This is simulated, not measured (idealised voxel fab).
process module | voxel fin reveal
cross-section cut | 190 nm wide | cells 5 nm
A cross-section is a grid of square cells, given in bands from the top down. A band is one or more rows of cells.
Each band's line starts with the height of the band's top and of its bottom, in nm. Then come its materials from left to right, each with its width in nm. One material with "throughout" fills the band from edge to edge. "air" is empty space.
Height 0 is the level under which the wafer as received is all one material. The lowest band goes on downwards, as in "0 down".
A width such as "30 to 40" changes by the same amount from each row of cells to the next, from the band's top row to its bottom row.
"no change" after a step means that no cell of the cross-section changed.
closed voids: empty space of 8 cells or more with no open way to the top, each as width x height at its distance from the left edge, in nm
after a step's settings: what the simulator itself notes on the step
overlay nm, on a step with a mask: how far to the right of its planned place the mask lay; to the left if negative
plan
1 op RECEIVE | material Si
2 op CONFORMAL_DEP | material SiN | thk nm 5
3 op PATTERN | tone cover | mask id FINS | material resist | width nm 15 | pitch nm 45 | thk nm 20 | overlay nm -5
4 op DIRECTIONAL_ETCH | etch materials SiN | depth nm 5
5 op DIRECTIONAL_ETCH | etch materials Si | depth nm 35
6 op STRIP | etch materials resist
7 op OXIDIZE | depth nm 5
8 op FILL_DEP | material SiO2 | thk nm 5
9 op CMP | height nm 5
10 op SELECTIVE_ETCH | etch materials SiO2 | depth nm 15
11 op STRIP | etch materials SiN
12 op CONFORMAL_DEP | material SiO2 | thk nm 5
varied across the wafers: overlay nm of step 3. The plan shows the first wafer's value. All wafers start alike
first wafer as received, after step 1
  0 down: Si throughout
  closed voids: none
each wafer at the end: cells of each material gained (+) or lost (-) since it was received, then its closed voids
overlay nm -5 | -272 Si | +258 SiO2 | closed voids: none
overlay nm 0 | -272 Si | +258 SiO2 | closed voids: none
overlay nm 5 | -272 Si | +258 SiO2 | closed voids: none
